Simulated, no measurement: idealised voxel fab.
process module | voxel gate over fins
cross-section cut | 240 nm wide | cells 5 nm
A cross-section is a grid of square cells, given in bands from the top down. A band is one or more rows of cells.
Each band's line starts with the height of the band's top and of its bottom, in nm. Then come its materials from left to right, each with its width in nm. One material with "throughout" fills the band from edge to edge. "air" is empty space.
Height 0 is the level under which the wafer as received is all one material. The lowest band goes on downwards, as in "0 down".
A width such as "30 to 40" changes by the same amount from each row of cells to the next, from the band's top row to its bottom row.
"no change" after a step means that no cell of the cross-section changed.
closed voids: empty space of 8 cells or more with no open way to the top, each as width x height at its distance from the left edge, in nm
after a step's settings: what the simulator itself notes on the step
overlay nm, on a step with a mask: how far to the right of its planned place the mask lay; to the left if negative
plan
1 op RECEIVE | material Si
2 op CONFORMAL_DEP | material SiN | thk nm 5
3 op PATTERN | tone cover | mask id FINS | material resist | width nm 15 | pitch nm 55 | thk nm 20 | overlay nm 0
4 op DIRECTIONAL_ETCH | etch materials SiN | depth nm 5
5 op DIRECTIONAL_ETCH | etch materials Si | depth nm 35
6 op STRIP | etch materials resist
7 op OXIDIZE | depth nm 5
8 op FILL_DEP | material SiO2 | thk nm 15
9 op CMP | height nm 5
10 op MASKED_ETCH | tone open | mask id RAIL | width nm 15 | etch materials SiO2 | depth nm 35 | overlay nm 0
11 op CONFORMAL_DEP | material TiN | thk nm 5
12 op FILL_DEP | material Ru | thk nm 10
13 op CMP | height nm 5
14 op SELECTIVE_ETCH | etch materials W Ru TiN | depth nm 25
15 op FILL_DEP | material SiO2 | thk nm 5
16 op CMP | height nm 5
17 op SELECTIVE_ETCH | etch materials SiO2 | depth nm 15
18 op STRIP | etch materials SiN
19 op CONFORMAL_DEP | material HfO2 | thk nm 5
20 op CONFORMAL_DEP | material TiN | thk nm 5
21 op CONFORMAL_DEP | material TiAl | thk nm 5
22 op CONFORMAL_DEP | material TiN | thk nm 5
23 op FILL_DEP | material W | thk nm 10
24 op CMP | height nm 25
25 op CONFORMAL_DEP | material SiCN | thk nm 10
first wafer, as planned
as received, after step 1
  0 down: Si throughout
  closed voids: none
after step 2
  5 to 0: SiN throughout
  below 0: unchanged
after step 3
  25 to 5: air 85 | resist 15 | air 40 | resist 15 | air 85
  below 5: unchanged
after step 4
  25 to 5: air 85 | resist 15 | air 40 | resist 15 | air 85
  5 to 0: air 85 | SiN 15 | air 40 | SiN 15 | air 85
  below 0: unchanged
after step 5
  25 to 5: air 85 | resist 15 | air 40 | resist 15 | air 85
  5 to 0: air 85 | SiN 15 | air 40 | SiN 15 | air 85
  0 to -35: air 85 | Si 15 | air 40 | Si 15 | air 85
  below -35: unchanged
after step 6
  5 to 0: air 85 | SiN 15 | air 40 | SiN 15 | air 85
  below 0: unchanged
after step 7
  5 to 0: air 85 | SiN 15 | air 40 | SiN 15 | air 85
  0 to -35: air 85 | SiO2 5 | Si 5 | SiO2 5 | air 40 | SiO2 5 | Si 5 | SiO2 5 | air 85
  -35 to -40: SiO2 90 | Si 5 | SiO2 50 | Si 5 | SiO2 90
  below -40: unchanged
after step 8
  20 to 5: SiO2 throughout
  5 to 0: SiO2 85 | SiN 15 | SiO2 40 | SiN 15 | SiO2 85
  0 to -40: SiO2 90 | Si 5 | SiO2 50 | Si 5 | SiO2 90
  below -40: unchanged
after step 9
  5 to 0: SiO2 85 | SiN 15 | SiO2 40 | SiN 15 | SiO2 85
  below 0: unchanged
after step 10
  5 to 0: SiO2 85 | SiN 15 | SiO2 10 | air 15 | SiO2 15 | SiN 15 | SiO2 85
  0 to -30: SiO2 90 | Si 5 | SiO2 15 | air 15 | SiO2 20 | Si 5 | SiO2 90
  below -30: unchanged
after step 11
  10 to 5: TiN 115 | air 5 | TiN 120
  5 to 0: SiO2 85 | SiN 15 | SiO2 10 | TiN 5 | air 5 | TiN 5 | SiO2 15 | SiN 15 | SiO2 85
  0 to -25: SiO2 90 | Si 5 | SiO2 15 | TiN 5 | air 5 | TiN 5 | SiO2 20 | Si 5 | SiO2 90
  -25 to -30: SiO2 90 | Si 5 | SiO2 15 | TiN 15 | SiO2 20 | Si 5 | SiO2 90
  below -30: unchanged
after step 12
  20 to 10: Ru throughout
  10 to 5: TiN 115 | Ru 5 | TiN 120
  5 to 0: SiO2 85 | SiN 15 | SiO2 10 | TiN 5 | Ru 5 | TiN 5 | SiO2 15 | SiN 15 | SiO2 85
  0 to -25: SiO2 90 | Si 5 | SiO2 15 | TiN 5 | Ru 5 | TiN 5 | SiO2 20 | Si 5 | SiO2 90
  below -25: unchanged
after step 13
  5 to 0: SiO2 85 | SiN 15 | SiO2 10 | TiN 5 | Ru 5 | TiN 5 | SiO2 15 | SiN 15 | SiO2 85
  below 0: unchanged
after step 14
  5 to 0: SiO2 85 | SiN 15 | SiO2 10 | air 15 | SiO2 15 | SiN 15 | SiO2 85
  0 to -20: SiO2 90 | Si 5 | SiO2 15 | air 15 | SiO2 20 | Si 5 | SiO2 90
  below -20: unchanged
after step 15
  10 to 5: SiO2 throughout
  5 to 0: SiO2 85 | SiN 15 | SiO2 40 | SiN 15 | SiO2 85
  0 to -20: SiO2 90 | Si 5 | SiO2 50 | Si 5 | SiO2 90
  below -20: unchanged
after step 16
  5 to 0: SiO2 85 | SiN 15 | SiO2 40 | SiN 15 | SiO2 85
  below 0: unchanged
after step 17
  5 to 0: air 85 | SiN 15 | air 40 | SiN 15 | air 85
  0 to -10: air 90 | Si 5 | air 50 | Si 5 | air 90
  below -10: unchanged
after step 18
  0 to -10: air 90 | Si 5 | air 50 | Si 5 | air 90
  below -10: unchanged
after step 19
  5 to 0: air 85 | HfO2 15 | air 40 | HfO2 15 | air 85
  0 to -5: air 85 | HfO2 5 | Si 5 | HfO2 5 | air 40 | HfO2 5 | Si 5 | HfO2 5 | air 85
  -5 to -10: HfO2 90 | Si 5 | HfO2 50 | Si 5 | HfO2 90
  below -10: unchanged
after step 20
  10 to 5: air 80 | TiN 25 | air 30 | TiN 25 | air 80
  5 to 0: air 80 | TiN 5 | HfO2 15 | TiN 5 | air 30 | TiN 5 | HfO2 15 | TiN 5 | air 80
  0 to -5: TiN 85 | HfO2 5 | Si 5 | HfO2 5 | TiN 40 | HfO2 5 | Si 5 | HfO2 5 | TiN 85
  below -5: unchanged
after step 21
  15 to 10: air 75 | TiAl 35 | air 20 | TiAl 35 | air 75
  10 to 5: air 75 | TiAl 5 | TiN 25 | TiAl 5 | air 20 | TiAl 5 | TiN 25 | TiAl 5 | air 75
  5 to 0: TiAl 80 | TiN 5 | HfO2 15 | TiN 5 | TiAl 30 | TiN 5 | HfO2 15 | TiN 5 | TiAl 80
  below 0: unchanged
after step 22
  20 to 15: air 70 | TiN 45 | air 10 | TiN 45 | air 70
  15 to 10: air 70 | TiN 5 | TiAl 35 | TiN 5 | air 10 | TiN 5 | TiAl 35 | TiN 5 | air 70
  10 to 5: TiN 75 | TiAl 5 | TiN 25 | TiAl 5 | TiN 20 | TiAl 5 | TiN 25 | TiAl 5 | TiN 75
  below 5: unchanged
after step 23
  30 to 20: W throughout
  20 to 15: W 70 | TiN 45 | W 10 | TiN 45 | W 70
  15 to 10: W 70 | TiN 5 | TiAl 35 | TiN 5 | W 10 | TiN 5 | TiAl 35 | TiN 5 | W 70
  below 10: unchanged
after step 24
  25 to 20: W throughout
  below 20: unchanged
after step 25
  35 to 25: SiCN throughout
  below 25: unchanged
second wafer: like start, like plan, one mistake. Through step 9 it matches the first wafer
when step 10 should have ended
  5 to 0: SiO2 85 | SiN 15 | SiO2 5 | air 15 | SiO2 20 | SiN 15 | SiO2 85
  0 to -30: SiO2 90 | Si 5 | SiO2 10 | air 15 | SiO2 25 | Si 5 | SiO2 90
  below -30: unchanged
when step 11 should have ended
  10 to 5: TiN 110 | air 5 | TiN 125
  5 to 0: SiO2 85 | SiN 15 | SiO2 5 | TiN 5 | air 5 | TiN 5 | SiO2 20 | SiN 15 | SiO2 85
  0 to -25: SiO2 90 | Si 5 | SiO2 10 | TiN 5 | air 5 | TiN 5 | SiO2 25 | Si 5 | SiO2 90
  -25 to -30: SiO2 90 | Si 5 | SiO2 10 | TiN 15 | SiO2 25 | Si 5 | SiO2 90
  below -30: unchanged
when step 12 should have ended
  20 to 10: Ru throughout
  10 to 5: TiN 110 | Ru 5 | TiN 125
  5 to 0: SiO2 85 | SiN 15 | SiO2 5 | TiN 5 | Ru 5 | TiN 5 | SiO2 20 | SiN 15 | SiO2 85
  0 to -25: SiO2 90 | Si 5 | SiO2 10 | TiN 5 | Ru 5 | TiN 5 | SiO2 25 | Si 5 | SiO2 90
  below -25: unchanged
when step 13 should have ended
  5 to 0: SiO2 85 | SiN 15 | SiO2 5 | TiN 5 | Ru 5 | TiN 5 | SiO2 20 | SiN 15 | SiO2 85
  below 0: unchanged
when step 14 should have ended
  5 to 0: SiO2 85 | SiN 15 | SiO2 5 | air 15 | SiO2 20 | SiN 15 | SiO2 85
  0 to -20: SiO2 90 | Si 5 | SiO2 10 | air 15 | SiO2 25 | Si 5 | SiO2 90
  below -20: unchanged
when step 15 should have ended
  10 to 5: SiO2 throughout
  5 to 0: SiO2 85 | SiN 15 | SiO2 40 | SiN 15 | SiO2 85
  0 to -20: SiO2 90 | Si 5 | SiO2 50 | Si 5 | SiO2 90
  below -20: unchanged
when step 16 should have ended
  5 to 0: SiO2 85 | SiN 15 | SiO2 40 | SiN 15 | SiO2 85
  below 0: unchanged
when step 17 should have ended
  5 to 0: air 85 | SiN 15 | air 40 | SiN 15 | air 85
  0 to -10: air 90 | Si 5 | air 50 | Si 5 | air 90
  below -10: unchanged
when step 18 should have ended
  0 to -10: air 90 | Si 5 | air 50 | Si 5 | air 90
  below -10: unchanged
when step 19 should have ended
  5 to 0: air 85 | HfO2 15 | air 40 | HfO2 15 | air 85
  0 to -5: air 85 | HfO2 5 | Si 5 | HfO2 5 | air 40 | HfO2 5 | Si 5 | HfO2 5 | air 85
  -5 to -10: HfO2 90 | Si 5 | HfO2 50 | Si 5 | HfO2 90
  below -10: unchanged
when step 20 should have ended
  10 to 5: air 80 | TiN 25 | air 30 | TiN 25 | air 80
  5 to 0: air 80 | TiN 5 | HfO2 15 | TiN 5 | air 30 | TiN 5 | HfO2 15 | TiN 5 | air 80
  0 to -5: TiN 85 | HfO2 5 | Si 5 | HfO2 5 | TiN 40 | HfO2 5 | Si 5 | HfO2 5 | TiN 85
  below -5: unchanged
when step 21 should have ended
  15 to 10: air 75 | TiAl 35 | air 20 | TiAl 35 | air 75
  10 to 5: air 75 | TiAl 5 | TiN 25 | TiAl 5 | air 20 | TiAl 5 | TiN 25 | TiAl 5 | air 75
  5 to 0: TiAl 80 | TiN 5 | HfO2 15 | TiN 5 | TiAl 30 | TiN 5 | HfO2 15 | TiN 5 | TiAl 80
  below 0: unchanged
when step 22 should have ended
  20 to 15: air 70 | TiN 45 | air 10 | TiN 45 | air 70
  15 to 10: air 70 | TiN 5 | TiAl 35 | TiN 5 | air 10 | TiN 5 | TiAl 35 | TiN 5 | air 70
  10 to 5: TiN 75 | TiAl 5 | TiN 25 | TiAl 5 | TiN 20 | TiAl 5 | TiN 25 | TiAl 5 | TiN 75
  below 5: unchanged
when step 23 should have ended
  30 to 20: W throughout
  20 to 15: W 70 | TiN 45 | W 10 | TiN 45 | W 70
  15 to 10: W 70 | TiN 5 | TiAl 35 | TiN 5 | W 10 | TiN 5 | TiAl 35 | TiN 5 | W 70
  below 10: unchanged
when step 24 should have ended
  25 to 20: W throughout
  below 20: unchanged
when step 25 should have ended
  35 to 25: SiCN throughout
  below 25: unchanged
what went wrong: step 10 ran as: op MASKED_ETCH | tone open | mask id RAIL | width nm 15 | etch materials SiO2 | depth nm 35 | overlay nm -5
at the end the second wafer has, in cells: as many of each material as the first, in other places
